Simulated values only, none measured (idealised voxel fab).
Process module heading - voxel wiring stack
Pictured: cross-section cut, 290 nm wide, on a grid of 5 nm square cells.
Throughout this document, each cross-section is represented as a grid of square cells and is presented as a sequence of bands enumerated from the top downward, where a band comprises one or more rows of cells.
Look at the band entry: it leads with the top's height and the bottom's height in nm. Then it lists the materials left to right, with a width in nm for each. The word "all across" on a single material says that material fills the band edge to edge. The word "blank" is empty space.
A quick word on heights: they are counted from 0, and under that level the wafer as it came to us is one material throughout. The lowest band is different from the rest in having no bottom; it simply continues downward, written as in "0 -> down".
A two-number width, for instance "30 to 40", indicates that the width is equal to the first number in the top row of the band and to the second number in the bottom row, and that it changes by a constant amount per row of cells.
No cell of the cross-section changed in a step that is given as "nothing different".
"Voids, enclosed": sealed empty spaces, 8 cells or more, no open way to top, listed width x height at distance, with distance from the left edge and width, height and distance in nm.
That trailing text on a step's line, after the settings, is the simulator's own remark on the step.
"overlay nm", when on a step's line for a step with a mask, measures how far to the right of its planned place the mask lay; a negative measure means to the left.
Heads up before you read on: it's before/after pairs around one process step each, after side only down to the lowest band that changed, step plus settings under the pair. Pairs can be from different runs of this module, same starting wafer, so only chain a pair onto the one above if its "Prior state" entry says so.

**Prior state**
  115 -> 110: lowk=85 | blank=15 | lowk=35 | blank=15 | lowk=35 | blank=15 | lowk=90
  110 -> 105: lowk=85 | Ru=15 | lowk=35 | blank=15 | lowk=35 | Ru=15 | lowk=90
  105 -> 100: SiCN=85 | Ru=15 | SiCN=35 | blank=15 | SiCN=35 | Ru=15 | SiCN=90
  100 -> 85: lowk=85 | TiN=5 | Ru=5 | TiN=5 | lowk=85 | TiN=5 | Ru=5 | TiN=5 | lowk=90
  85 -> 80: lowk=85 | TiN=15 | lowk=85 | TiN=15 | lowk=90
  80 -> 70: lowk all across
  70 -> 65: SiCN all across
  65 -> 55: SiO2=85 | TiN=5 | Ru=10 | TiN=5 | SiO2=30 | TiN=5 | Ru=10 | TiN=5 | SiO2=30 | TiN=5 | Ru=10 | TiN=5 | SiO2=85
  55 -> 50: SiO2=85 | TiN=5 | Ru=5 | TiN=10 | SiO2=30 | TiN=20 | SiO2=30 | TiN=5 | Ru=5 | TiN=10 | SiO2=85
  50 -> 40: SiO2=85 | TiN=5 | Ru=5 | TiN=5 | SiO2=85 | TiN=5 | Ru=5 | TiN=5 | SiO2=90
  40 -> 35: SiCN=85 | TiN=15 | SiCN=85 | TiN=15 | SiCN=90
  35 -> 20: SiO2=85 | TiN=5 | Cu=10 | TiN=5 | SiO2=30 | TiN=5 | Cu=10 | TiN=5 | SiO2=30 | TiN=5 | Cu=10 | TiN=5 | SiO2=85
  20 -> 15: SiN=85 | TiN=20 | SiN=30 | TiN=20 | SiN=30 | TiN=20 | SiN=85
  15 -> 0: SiO2 all across
  0 -> down: Si all across
  Voids, enclosed: none

**Result of Step**
  115 -> 105: lowk=85 | Ru=15 | lowk=35 | blank=15 | lowk=35 | Ru=15 | lowk=90
  Heights below 105 show no change.
  Voids, enclosed: none
Step between the pre-process and post-process cross-sections given above: EPI | material Ru | thk nm 5

Prior state: This step starts from the configuration shown after the step in the pair immediately above.

**Result of Step**
  120 -> 115: SiN=140 | blank=5 | SiN=145
  115 -> 105: lowk=85 | Ru=15 | lowk=35 | SiN=5 | blank=5 | SiN=5 | lowk=35 | Ru=15 | lowk=90
  105 -> 100: SiCN=85 | Ru=15 | SiCN=35 | SiN=15 | SiCN=35 | Ru=15 | SiCN=90
  Heights below 100 show no change.
  Voids, enclosed: none
Step between the pre-process and post-process cross-sections given above: CONFORMAL_DEP | material SiN | thk nm 5

Prior state: This step starts from the configuration shown after the step in the pair immediately above.

**Result of Step**
  135 -> 120: lowk=140 | blank=5 | lowk=145
  120 -> 115: SiN=140 | lowk=5 | SiN=145
  115 -> 105: lowk=85 | Ru=15 | lowk=35 | SiN=5 | lowk=5 | SiN=5 | lowk=35 | Ru=15 | lowk=90
  Heights below 105 show no change.
  Voids, enclosed: none
Step between the pre-process and post-process cross-sections given above: DIRECTIONAL_DEP | material lowk | thk nm 15

Prior state: This step starts from the configuration shown after the step in the pair immediately above.

**Result of Step**
  150 -> 135: aC=140 | blank=5 | aC=145
  135 -> 120: lowk=140 | aC=5 | lowk=145
  Heights below 120 show no change.
  Voids, enclosed: none
Step between the pre-process and post-process cross-sections given above: DIRECTIONAL_DEP | material aC | thk nm 15

Prior state: This step starts from the configuration shown after the step in the pair immediately above.

**Result of Step**
  185 -> 150: resist=85 | blank=20 | resist=30 | blank=20 | resist=30 | blank=20 | resist=85
  Heights below 150 show no change.
  Voids, enclosed: none
Step between the pre-process and post-process cross-sections given above: PATTERN | tone open | mask id METAL_4 | material resist | width nm 20 | pitch nm 50 | thk nm 35 | overlay nm 0

Prior state: This step starts from the configuration shown after the step in the pair immediately above.

**Result of Step**
  170 -> 150: resist=85 | blank=20 | resist=30 | blank=20 | resist=30 | blank=20 | resist=85
  150 -> 135: aC=85 | blank=20 | aC=30 | blank=20 | aC=30 | blank=20 | aC=85
  135 -> 120: lowk=140 | blank=5 | lowk=145
  Heights below 120 show no change.
  Voids, enclosed: none
Step between the pre-process and post-process cross-sections given above: DIRECTIONAL_ETCH | etch materials aC | depth nm 15

Prior state: This step starts from the configuration shown after the step in the pair immediately above.

**Result of Step**
  150 -> 135: aC=85 | blank=20 | aC=30 | blank=20 | aC=30 | blank=20 | aC=85
  Heights below 135 show no change.
  Voids, enclosed: none
Step between the pre-process and post-process cross-sections given above: STRIP | etch materials resist

Prior state: This step starts from the configuration shown after the step in the pair immediately above.

**Result of Step**
  150 -> 135: aC=85 | blank=20 | aC=30 | blank=20 | aC=30 | blank=20 | aC=85
  135 -> 120: lowk=85 | blank=20 | lowk=30 | blank=20 | lowk=30 | blank=20 | lowk=85
  120 -> 115: SiN=140 | blank=5 | SiN=145
  115 -> 105: lowk=85 | Ru=15 | lowk=35 | SiN=5 | blank=5 | SiN=5 | lowk=35 | Ru=15 | lowk=90
  Heights below 105 show no change.
  Voids, enclosed: none
Step between the pre-process and post-process cross-sections given above: DIRECTIONAL_ETCH | etch materials lowk | depth nm 15

Prior state: This step starts from the configuration shown after the step in the pair immediately above.

**Result of Step**
  150 -> 135: aC=85 | blank=20 | aC=30 | blank=20 | aC=30 | blank=20 | aC=85
  135 -> 120: lowk=85 | blank=20 | lowk=30 | blank=20 | lowk=30 | blank=20 | lowk=85
  120 -> 115: SiN=85 | blank=20 | SiN=30 | blank=20 | SiN=30 | blank=20 | SiN=85
  115 -> 105: lowk=85 | Ru=15 | lowk=35 | SiN=5 | blank=5 | SiN=5 | lowk=35 | Ru=15 | lowk=90
  105 -> 100: SiCN=85 | Ru=15 | SiCN=35 | SiN=5 | blank=5 | SiN=5 | SiCN=35 | Ru=15 | SiCN=90
  Heights below 100 show no change.
  Voids, enclosed: none
Step between the pre-process and post-process cross-sections given above: DIRECTIONAL_ETCH | etch materials SiN | depth nm 5

Prior state: This step starts from the configuration shown after the step in the pair immediately above.

**Result of Step**
  135 -> 120: lowk=85 | blank=20 | lowk=30 | blank=20 | lowk=30 | blank=20 | lowk=85
  Heights below 120 show no change.
  Voids, enclosed: none
Step between the pre-process and post-process cross-sections given above: STRIP | etch materials aC

Prior state: This step starts from the configuration shown after the step in the pair immediately above.

**Result of Step**
  140 -> 135: TiN=90 | blank=10 | TiN=40 | blank=10 | TiN=40 | blank=10 | TiN=90
  135 -> 120: lowk=85 | TiN=5 | blank=10 | TiN=5 | lowk=30 | TiN=5 | blank=10 | TiN=5 | lowk=30 | TiN=5 | blank=10 | TiN=5 | lowk=85
  120 -> 115: SiN=85 | TiN=20 | SiN=30 | TiN=20 | SiN=30 | TiN=20 | SiN=85
  115 -> 105: lowk=85 | Ru=15 | lowk=35 | SiN=5 | TiN=5 | SiN=5 | lowk=35 | Ru=15 | lowk=90
  105 -> 100: SiCN=85 | Ru=15 | SiCN=35 | SiN=5 | TiN=5 | SiN=5 | SiCN=35 | Ru=15 | SiCN=90
  Heights below 100 show no change.
  Voids, enclosed: none
Step between the pre-process and post-process cross-sections given above: CONFORMAL_DEP | material TiN | thk nm 5

Prior state: This step starts from the configuration shown after the step in the pair immediately above.

**Result of Step**
  145 -> 140: Ru all across
  140 -> 135: TiN=90 | Ru=10 | TiN=40 | Ru=10 | TiN=40 | Ru=10 | TiN=90
  135 -> 120: lowk=85 | TiN=5 | Ru=10 | TiN=5 | lowk=30 | TiN=5 | Ru=10 | TiN=5 | lowk=30 | TiN=5 | Ru=10 | TiN=5 | lowk=85
  Heights below 120 show no change.
  Voids, enclosed: none
Step between the pre-process and post-process cross-sections given above: FILL_DEP | material Ru | thk nm 5

Prior state: This step starts from the configuration shown after the step in the pair immediately above.

**Result of Step**
  135 -> 120: lowk=85 | TiN=5 | Ru=10 | TiN=5 | lowk=30 | TiN=5 | Ru=10 | TiN=5 | lowk=30 | TiN=5 | Ru=10 | TiN=5 | lowk=85
  Heights below 120 show no change.
  Voids, enclosed: none
Step between the pre-process and post-process cross-sections given above: CMP | height nm 135

Prior state: This step starts from the configuration shown after the step in the pair immediately above.

**Result of Step**
  140 -> 135: blank=80 | Ru=30 | blank=20 | Ru=30 | blank=20 | Ru=30 | blank=80
  Heights below 135 show no change.
  Voids, enclosed: none
Step between the pre-process and post-process cross-sections given above: EPI | material Ru | thk nm 5

Prior state: This step starts from the configuration shown after the step in the pair immediately above.

**Result of Step**
  145 -> 140: SiCN all across
  140 -> 135: SiCN=80 | Ru=30 | SiCN=20 | Ru=30 | SiCN=20 | Ru=30 | SiCN=80
  Heights below 135 show no change.
  Voids, enclosed: none
Step between the pre-process and post-process cross-sections given above: FILL_DEP | material SiCN | thk nm 5

**Prior state**
  115 -> 105: lowk=85 | Ru=15 | lowk=35 | Ru=15 | lowk=35 | Ru=15 | lowk=90
  105 -> 100: SiCN=85 | Ru=15 | SiCN=35 | Ru=15 | SiCN=35 | Ru=15 | SiCN=90
  100 -> 85: lowk=85 | TiN=5 | Ru=10 | TiN=5 | lowk=30 | TiN=5 | Ru=10 | TiN=5 | lowk=30 | TiN=5 | Ru=10 | TiN=5 | lowk=85
  85 -> 80: lowk=85 | TiN=5 | Ru=5 | TiN=10 | lowk=30 | TiN=20 | lowk=30 | TiN=5 | Ru=5 | TiN=10 | lowk=85
  80 -> 70: lowk=85 | TiN=5 | Ru=5 | TiN=5 | lowk=85 | TiN=5 | Ru=5 | TiN=5 | lowk=90
  70 -> 65: SiCN=85 | TiN=15 | SiCN=85 | TiN=15 | SiCN=90
  65 -> 55: SiO2=85 | TiN=5 | Ru=10 | TiN=5 | SiO2=30 | TiN=5 | Ru=10 | TiN=5 | SiO2=30 | TiN=5 | Ru=10 | TiN=5 | SiO2=85
  55 -> 50: SiO2=85 | TiN=5 | Ru=5 | TiN=10 | SiO2=30 | TiN=20 | SiO2=30 | TiN=5 | Ru=5 | TiN=10 | SiO2=85
  50 -> 40: SiO2=85 | TiN=5 | Ru=5 | TiN=5 | SiO2=85 | TiN=5 | Ru=5 | TiN=5 | SiO2=90
  40 -> 35: SiCN=85 | TiN=15 | SiCN=85 | TiN=15 | SiCN=90
  35 -> 20: SiO2=85 | TiN=5 | Cu=10 | TiN=5 | SiO2=30 | TiN=5 | Cu=10 | TiN=5 | SiO2=30 | TiN=5 | Cu=10 | TiN=5 | SiO2=85
  20 -> 15: SiN=85 | TiN=20 | SiN=30 | TiN=20 | SiN=30 | TiN=20 | SiN=85
  15 -> 0: SiO2 all across
  0 -> down: Si all across
  Voids, enclosed: none

**Result of Step**
  130 -> 115: lowk all across
  Heights below 115 show no change.
  Voids, enclosed: none
Step between the pre-process and post-process cross-sections given above: DIRECTIONAL_DEP | material lowk | thk nm 15

Prior state: This step starts from the configuration shown after the step in the pair immediately above.

**Result of Step**
  135 -> 130: SiN all across
  Heights below 130 show no change.
  Voids, enclosed: none
Step between the pre-process and post-process cross-sections given above: CONFORMAL_DEP | material SiN | thk nm 5

Prior state: This step starts from the configuration shown after the step in the pair immediately above.

**Result of Step**
  150 -> 135: aC all across
  Heights below 135 show no change.
  Voids, enclosed: none
Step between the pre-process and post-process cross-sections given above: DIRECTIONAL_DEP | material aC | thk nm 15

Prior state: This step starts from the configuration shown after the step in the pair immediately above.

**Result of Step**
  185 -> 150: resist=85 | blank=20 | resist=30 | blank=20 | resist=30 | blank=20 | resist=85
  Heights below 150 show no change.
  Voids, enclosed: none
Step between the pre-process and post-process cross-sections given above: PATTERN | tone open | mask id METAL_4 | material resist | width nm 20 | pitch nm 50 | thk nm 35 | overlay nm 0

Prior state: This step starts from the configuration shown after the step in the pair immediately above.

**Result of Step**
  170 -> 150: resist=85 | blank=20 | resist=30 | blank=20 | resist=30 | blank=20 | resist=85
  150 -> 135: aC=85 | blank=20 | aC=30 | blank=20 | aC=30 | blank=20 | aC=85
  Heights below 135 show no change.
  Voids, enclosed: none
Step between the pre-process and post-process cross-sections given above: DIRECTIONAL_ETCH | etch materials aC | depth nm 15

Prior state: This step starts from the configuration shown after the step in the pair immediately above.

**Result of Step**
  150 -> 135: aC=85 | blank=20 | aC=30 | blank=20 | aC=30 | blank=20 | aC=85
  Heights below 135 show no change.
  Voids, enclosed: none
Step between the pre-process and post-process cross-sections given above: STRIP | etch materials resist

Prior state: This step starts from the configuration shown after the step in the pair immediately above.

**Result of Step**
  150 -> 135: aC=85 | blank=20 | aC=30 | blank=20 | aC=30 | blank=20 | aC=85
  135 -> 130: SiN=85 | blank=20 | SiN=30 | blank=20 | SiN=30 | blank=20 | SiN=85
  Heights below 130 show no change.
  Voids, enclosed: none
Step between the pre-process and post-process cross-sections given above: DIRECTIONAL_ETCH | etch materials SiN | depth nm 5

Prior state: This step starts from the configuration shown after the step in the pair immediately above.

**Result of Step**
  135 -> 130: SiN=85 | blank=20 | SiN=30 | blank=20 | SiN=30 | blank=20 | SiN=85
  Heights below 130 show no change.
  Voids, enclosed: none
Step between the pre-process and post-process cross-sections given above: STRIP | etch materials aC

Prior state: This step starts from the configuration shown after the step in the pair immediately above.

**Result of Step**
  140 -> 135: TiN=90 | blank=10 | TiN=40 | blank=10 | TiN=40 | blank=10 | TiN=90
  135 -> 130: SiN=85 | TiN=20 | SiN=30 | TiN=20 | SiN=30 | TiN=20 | SiN=85
  Heights below 130 show no change.
  Voids, enclosed: none
Step between the pre-process and post-process cross-sections given above: CONFORMAL_DEP | material TiN | thk nm 5

Prior state: This step starts from the configuration shown after the step in the pair immediately above.

**Result of Step**
  145 -> 140: Ru all across
  140 -> 135: TiN=90 | Ru=10 | TiN=40 | Ru=10 | TiN=40 | Ru=10 | TiN=90
  Heights below 135 show no change.
  Voids, enclosed: none
Step between the pre-process and post-process cross-sections given above: FILL_DEP | material Ru | thk nm 5

Prior state: This step starts from the configuration shown after the step in the pair immediately above.

**Result of Step**
  135 -> 130: SiN=85 | TiN=20 | SiN=30 | TiN=20 | SiN=30 | TiN=20 | SiN=85
  Heights below 130 show no change.
  Voids, enclosed: none
Step between the pre-process and post-process cross-sections given above: CMP | height nm 135

Prior state: This step starts from the configuration shown after the step in the pair immediately above.

**Result of Step**
  140 -> 135: blank=80 | Ru=30 | blank=20 | Ru=30 | blank=20 | Ru=30 | blank=80
  Heights below 135 show no change.
  Voids, enclosed: none
Step between the pre-process and post-process cross-sections given above: EPI | material Ru | thk nm 5

Prior state: This step starts from the configuration shown after the step in the pair immediately above.

**Result of Step**
  145 -> 140: SiCN all across
  140 -> 135: SiCN=80 | Ru=30 | SiCN=20 | Ru=30 | SiCN=20 | Ru=30 | SiCN=80
  Heights below 135 show no change.
  Voids, enclosed: none
Step between the pre-process and post-process cross-sections given above: FILL_DEP | material SiCN | thk nm 5

**Prior state**
  100 -> 70: lowk=85 | blank=15 | lowk=85 | blank=15 | lowk=90
  70 -> 65: SiCN all across
  65 -> 55: SiO2=85 | TiN=5 | Ru=10 | TiN=5 | SiO2=30 | TiN=5 | Ru=10 | TiN=5 | SiO2=30 | TiN=5 | Ru=10 | TiN=5 | SiO2=85
  55 -> 50: SiO2=85 | TiN=5 | Ru=5 | TiN=10 | SiO2=30 | TiN=20 | SiO2=30 | TiN=5 | Ru=5 | TiN=10 | SiO2=85
  50 -> 40: SiO2=85 | TiN=5 | Ru=5 | TiN=5 | SiO2=85 | TiN=5 | Ru=5 | TiN=5 | SiO2=90
  40 -> 35: SiCN=85 | TiN=15 | SiCN=85 | TiN=15 | SiCN=90
  35 -> 20: SiO2=85 | TiN=5 | Cu=10 | TiN=5 | SiO2=30 | TiN=5 | Cu=10 | TiN=5 | SiO2=30 | TiN=5 | Cu=10 | TiN=5 | SiO2=85
  20 -> 15: SiN=85 | TiN=20 | SiN=30 | TiN=20 | SiN=30 | TiN=20 | SiN=85
  15 -> 0: SiO2 all across
  0 -> down: Si all across
  Voids, enclosed: none

**Result of Step**
  100 -> 75: lowk=85 | blank=20 | lowk=30 | blank=20 | lowk=30 | blank=20 | lowk=85
  Heights below 75 show no change.
  Voids, enclosed: none
Step between the pre-process and post-process cross-sections given above: MASKED_ETCH | tone open | mask id METAL_3 | width nm 20 | pitch nm 50 | etch materials lowk | depth nm 25 | overlay nm 0

Prior state: This step starts from the configuration shown after the step in the pair immediately above.

**Result of Step**
  100 -> 75: lowk=85 | blank=20 | lowk=30 | blank=20 | lowk=30 | blank=20 | lowk=85
  75 -> 70: lowk=85 | blank=15 | lowk=85 | blank=15 | lowk=90
  70 -> 65: SiCN=85 | blank=15 | SiCN=85 | blank=15 | SiCN=90
  Heights below 65 show no change.
  Voids, enclosed: none
Step between the pre-process and post-process cross-sections given above: MASKED_ETCH | tone open | mask id METAL_3 | width nm 20 | pitch nm 50 | etch materials SiCN | depth nm 5 | overlay nm 0

Prior state: This step starts from the configuration shown after the step in the pair immediately above.

**Result of Step**
  105 -> 100: TiN=90 | blank=10 | TiN=40 | blank=10 | TiN=40 | blank=10 | TiN=90
  100 -> 80: lowk=85 | TiN=5 | blank=10 | TiN=5 | lowk=30 | TiN=5 | blank=10 | TiN=5 | lowk=30 | TiN=5 | blank=10 | TiN=5 | lowk=85
  80 -> 75: lowk=85 | TiN=5 | blank=5 | TiN=10 | lowk=30 | TiN=20 | lowk=30 | TiN=5 | blank=5 | TiN=10 | lowk=85
  75 -> 70: lowk=85 | TiN=5 | blank=5 | TiN=5 | lowk=85 | TiN=5 | blank=5 | TiN=5 | lowk=90
  70 -> 65: SiCN=85 | TiN=15 | SiCN=85 | TiN=15 | SiCN=90
  Heights below 65 show no change.
  Voids, enclosed: none
Step between the pre-process and post-process cross-sections given above: CONFORMAL_DEP | material TiN | thk nm 5

Prior state: This step starts from the configuration shown after the step in the pair immediately above.

**Result of Step**
  115 -> 105: Ru all across
  105 -> 100: TiN=90 | Ru=10 | TiN=40 | Ru=10 | TiN=40 | Ru=10 | TiN=90
  100 -> 80: lowk=85 | TiN=5 | Ru=10 | TiN=5 | lowk=30 | TiN=5 | Ru=10 | TiN=5 | lowk=30 | TiN=5 | Ru=10 | TiN=5 | lowk=85
  80 -> 75: lowk=85 | TiN=5 | Ru=5 | TiN=10 | lowk=30 | TiN=20 | lowk=30 | TiN=5 | Ru=5 | TiN=10 | lowk=85
  75 -> 70: lowk=85 | TiN=5 | Ru=5 | TiN=5 | lowk=85 | TiN=5 | Ru=5 | TiN=5 | lowk=90
  Heights below 70 show no change.
  Voids, enclosed: none
Step between the pre-process and post-process cross-sections given above: FILL_DEP | material Ru | thk nm 10

Prior state: This step starts from the configuration shown after the step in the pair immediately above.

**Result of Step**
  100 -> 80: lowk=85 | TiN=5 | Ru=10 | TiN=5 | lowk=30 | TiN=5 | Ru=10 | TiN=5 | lowk=30 | TiN=5 | Ru=10 | TiN=5 | lowk=85
  Heights below 80 show no change.
  Voids, enclosed: none
Step between the pre-process and post-process cross-sections given above: CMP | height nm 100

Prior state: This step starts from the configuration shown after the step in the pair immediately above.

**Result of Step**
  105 -> 100: SiCN all across
  Heights below 100 show no change.
  Voids, enclosed: none
Step between the pre-process and post-process cross-sections given above: CONFORMAL_DEP | material SiCN | thk nm 5

Prior state: This step starts from the configuration shown after the step in the pair immediately above.

**Result of Step**
  115 -> 105: lowk all across
  Heights below 105 show no change.
  Voids, enclosed: none
Step between the pre-process and post-process cross-sections given above: DIRECTIONAL_DEP | material lowk | thk nm 10

Prior state: This step starts from the configuration shown after the step in the pair immediately above.

**Result of Step**
  115 -> 105: lowk=85 | blank=15 | lowk=35 | blank=15 | lowk=35 | blank=15 | lowk=90
  Heights below 105 show no change.
  Voids, enclosed: none
Step between the pre-process and post-process cross-sections given above: MASKED_ETCH | tone open | mask id PLUG_3 | width nm 15 | pitch nm 50 | etch materials lowk | depth nm 10 | overlay nm 0

Prior state: This step starts from the configuration shown after the step in the pair immediately above.

**Result of Step**
  115 -> 105: lowk=85 | blank=15 | lowk=35 | blank=15 | lowk=35 | blank=15 | lowk=90
  105 -> 100: SiCN=85 | blank=15 | SiCN=35 | blank=15 | SiCN=35 | blank=15 | SiCN=90
  Heights below 100 show no change.
  Voids, enclosed: none
Step between the pre-process and post-process cross-sections given above: MASKED_ETCH | tone open | mask id PLUG_3 | width nm 15 | pitch nm 50 | etch materials SiCN | depth nm 5 | overlay nm 0

Prior state: This step starts from the configuration shown after the step in the pair immediately above.

**Result of Step**
  115 -> 110: lowk=85 | blank=15 | lowk=35 | blank=15 | lowk=35 | blank=15 | lowk=90
  110 -> 105: lowk=85 | Ru=15 | lowk=35 | Ru=15 | lowk=35 | Ru=15 | lowk=90
  105 -> 100: SiCN=85 | Ru=15 | SiCN=35 | Ru=15 | SiCN=35 | Ru=15 | SiCN=90
  Heights below 100 show no change.
  Voids, enclosed: none
Step between the pre-process and post-process cross-sections given above: EPI | material Ru | thk nm 10

Prior state: This step starts from the configuration shown after the step in the pair immediately above.

**Result of Step**
  115 -> 105: lowk=85 | Ru=15 | lowk=35 | Ru=15 | lowk=35 | Ru=15 | lowk=90
  Heights below 105 show no change.
  Voids, enclosed: none
Step between the pre-process and post-process cross-sections given above: EPI | material Ru | thk nm 5

Prior state: This step starts from the configuration shown after the step in the pair immediately above.

**Result of Step**
  120 -> 115: SiN all across
  Heights below 115 show no change.
  Voids, enclosed: none
Step between the pre-process and post-process cross-sections given above: CONFORMAL_DEP | material SiN | thk nm 5

Prior state: This step starts from the configuration shown after the step in the pair immediately above.

**Result of Step**
  135 -> 120: lowk all across
  Heights below 120 show no change.
  Voids, enclosed: none
Step between the pre-process and post-process cross-sections given above: DIRECTIONAL_DEP | material lowk | thk nm 15

Prior state: This step starts from the configuration shown after the step in the pair immediately above.

**Result of Step**
  150 -> 135: aC all across
  Heights below 135 show no change.
  Voids, enclosed: none
Step between the pre-process and post-process cross-sections given above: DIRECTIONAL_DEP | material aC | thk nm 15

Prior state: This step starts from the configuration shown after the step in the pair immediately above.

**Result of Step**
  185 -> 150: resist=85 | blank=20 | resist=30 | blank=20 | resist=30 | blank=20 | resist=85
  Heights below 150 show no change.
  Voids, enclosed: none
Step between the pre-process and post-process cross-sections given above: PATTERN | tone open | mask id METAL_4 | material resist | width nm 20 | pitch nm 50 | thk nm 35 | overlay nm 0

Prior state: This step starts from the configuration shown after the step in the pair immediately above.

**Result of Step**
  170 -> 150: resist=85 | blank=20 | resist=30 | blank=20 | resist=30 | blank=20 | resist=85
  150 -> 135: aC=85 | blank=20 | aC=30 | blank=20 | aC=30 | blank=20 | aC=85
  Heights below 135 show no change.
  Voids, enclosed: none
Step between the pre-process and post-process cross-sections given above: DIRECTIONAL_ETCH | etch materials aC | depth nm 15

Prior state: This step starts from the configuration shown after the step in the pair immediately above.

**Result of Step**
  150 -> 135: aC=85 | blank=20 | aC=30 | blank=20 | aC=30 | blank=20 | aC=85
  Heights below 135 show no change.
  Voids, enclosed: none
Step between the pre-process and post-process cross-sections given above: STRIP | etch materials resist

Prior state: This step starts from the configuration shown after the step in the pair immediately above.

**Result of Step**
  150 -> 135: aC=85 | blank=20 | aC=30 | blank=20 | aC=30 | blank=20 | aC=85
  135 -> 120: lowk=85 | blank=20 | lowk=30 | blank=20 | lowk=30 | blank=20 | lowk=85
  Heights below 120 show no change.
  Voids, enclosed: none
Step between the pre-process and post-process cross-sections given above: DIRECTIONAL_ETCH | etch materials lowk | depth nm 15

Prior state: This step starts from the configuration shown after the step in the pair immediately above.

**Result of Step**
  150 -> 135: aC=85 | blank=20 | aC=30 | blank=20 | aC=30 | blank=20 | aC=85
  135 -> 120: lowk=85 | blank=20 | lowk=30 | blank=20 | lowk=30 | blank=20 | lowk=85
  120 -> 115: SiN=85 | blank=20 | SiN=30 | blank=20 | SiN=30 | blank=20 | SiN=85
  Heights below 115 show no change.
  Voids, enclosed: none
Step between the pre-process and post-process cross-sections given above: DIRECTIONAL_ETCH | etch materials SiN | depth nm 5

Prior state: This step starts from the configuration shown after the step in the pair immediately above.

**Result of Step**
  135 -> 120: lowk=85 | blank=20 | lowk=30 | blank=20 | lowk=30 | blank=20 | lowk=85
  Heights below 120 show no change.
  Voids, enclosed: none
Step between the pre-process and post-process cross-sections given above: STRIP | etch materials aC

Prior state: This step starts from the configuration shown after the step in the pair immediately above.

**Result of Step**
  140 -> 135: TiN=90 | blank=10 | TiN=40 | blank=10 | TiN=40 | blank=10 | TiN=90
  135 -> 120: lowk=85 | TiN=5 | blank=10 | TiN=5 | lowk=30 | TiN=5 | blank=10 | TiN=5 | lowk=30 | TiN=5 | blank=10 | TiN=5 | lowk=85
  120 -> 115: SiN=85 | TiN=20 | SiN=30 | TiN=20 | SiN=30 | TiN=20 | SiN=85
  Heights below 115 show no change.
  Voids, enclosed: none
Step between the pre-process and post-process cross-sections given above: CONFORMAL_DEP | material TiN | thk nm 5

Prior state: This step starts from the configuration shown after the step in the pair immediately above.

**Result of Step**
  145 -> 140: Ru all across
  140 -> 135: TiN=90 | Ru=10 | TiN=40 | Ru=10 | TiN=40 | Ru=10 | TiN=90
  135 -> 120: lowk=85 | TiN=5 | Ru=10 | TiN=5 | lowk=30 | TiN=5 | Ru=10 | TiN=5 | lowk=30 | TiN=5 | Ru=10 | TiN=5 | lowk=85
  Heights below 120 show no change.
  Voids, enclosed: none
Step between the pre-process and post-process cross-sections given above: FILL_DEP | material Ru | thk nm 5

Prior state: This step starts from the configuration shown after the step in the pair immediately above.

**Result of Step**
  135 -> 120: lowk=85 | TiN=5 | Ru=10 | TiN=5 | lowk=30 | TiN=5 | Ru=10 | TiN=5 | lowk=30 | TiN=5 | Ru=10 | TiN=5 | lowk=85
  Heights below 120 show no change.
  Voids, enclosed: none
Step between the pre-process and post-process cross-sections given above: CMP | height nm 135

Prior state: This step starts from the configuration shown after the step in the pair immediately above.

**Result of Step**
  140 -> 135: blank=80 | Ru=30 | blank=20 | Ru=30 | blank=20 | Ru=30 | blank=80
  Heights below 135 show no change.
  Voids, enclosed: none
Step between the pre-process and post-process cross-sections given above: EPI | material Ru | thk nm 5

Prior state: This step starts from the configuration shown after the step in the pair immediately above.

**Result of Step**
  145 -> 140: SiCN all across
  140 -> 135: SiCN=80 | Ru=30 | SiCN=20 | Ru=30 | SiCN=20 | Ru=30 | SiCN=80
  Heights below 135 show no change.
  Voids, enclosed: none
Step between the pre-process and post-process cross-sections given above: FILL_DEP | material SiCN | thk nm 5

**Prior state**
  65 -> 40: SiO2=85 | blank=15 | SiO2=85 | blank=15 | SiO2=90
  40 -> 35: SiCN all across
  35 -> 20: SiO2=85 | TiN=5 | Cu=10 | TiN=5 | SiO2=30 | TiN=5 | Cu=10 | TiN=5 | SiO2=30 | TiN=5 | Cu=10 | TiN=5 | SiO2=85
  20 -> 15: SiN=85 | TiN=20 | SiN=30 | TiN=20 | SiN=30 | TiN=20 | SiN=85
  15 -> 0: SiO2 all across
  0 -> down: Si all across
  Voids, enclosed: none

**Result of Step**
  80 -> 65: resist=90 | blank=15 | resist=35 | blank=15 | resist=35 | blank=15 | resist=85
  65 -> 40: SiO2=85 | resist=5 | blank=10 | SiO2=85 | resist=5 | blank=10 | SiO2=90
  Heights below 40 show no change.
  Voids, enclosed: none
Step between the pre-process and post-process cross-sections given above: PATTERN | tone open | mask id METAL_2 | material resist | width nm 15 | pitch nm 50 | thk nm 15 | overlay nm 0

Prior state: This step starts from the configuration shown after the step in the pair immediately above.

**Result of Step**
  80 -> 65: resist=90 | blank=15 | resist=35 | blank=15 | resist=35 | blank=15 | resist=85
  65 -> 50: SiO2=85 | resist=5 | blank=15 | SiO2=35 | blank=15 | SiO2=30 | resist=5 | blank=15 | SiO2=85
  Heights below 50 show no change.
  Voids, enclosed: none
Step between the pre-process and post-process cross-sections given above: DIRECTIONAL_ETCH | etch materials SiO2 | depth nm 15

Prior state: This step starts from the configuration shown after the step in the pair immediately above.

**Result of Step**
  80 -> 65: resist=90 | blank=15 | resist=35 | blank=15 | resist=35 | blank=15 | resist=85
  65 -> 50: SiO2=85 | resist=5 | blank=15 | SiO2=35 | blank=15 | SiO2=30 | resist=5 | blank=15 | SiO2=85
  50 -> 40: SiO2=85 | resist=5 | blank=10 | SiO2=85 | resist=5 | blank=10 | SiO2=90
  40 -> 35: SiCN=90 | blank=10 | SiCN=90 | blank=10 | SiCN=90
  Heights below 35 show no change.
  Voids, enclosed: none
Step between the pre-process and post-process cross-sections given above: DIRECTIONAL_ETCH | etch materials SiCN | depth nm 5

Prior state: This step starts from the configuration shown after the step in the pair immediately above.

**Result of Step**
  65 -> 50: SiO2=85 | blank=20 | SiO2=35 | blank=15 | SiO2=30 | blank=20 | SiO2=85
  50 -> 40: SiO2=85 | blank=15 | SiO2=85 | blank=15 | SiO2=90
  Heights below 40 show no change.
  Voids, enclosed: none
Step between the pre-process and post-process cross-sections given above: STRIP | etch materials resist
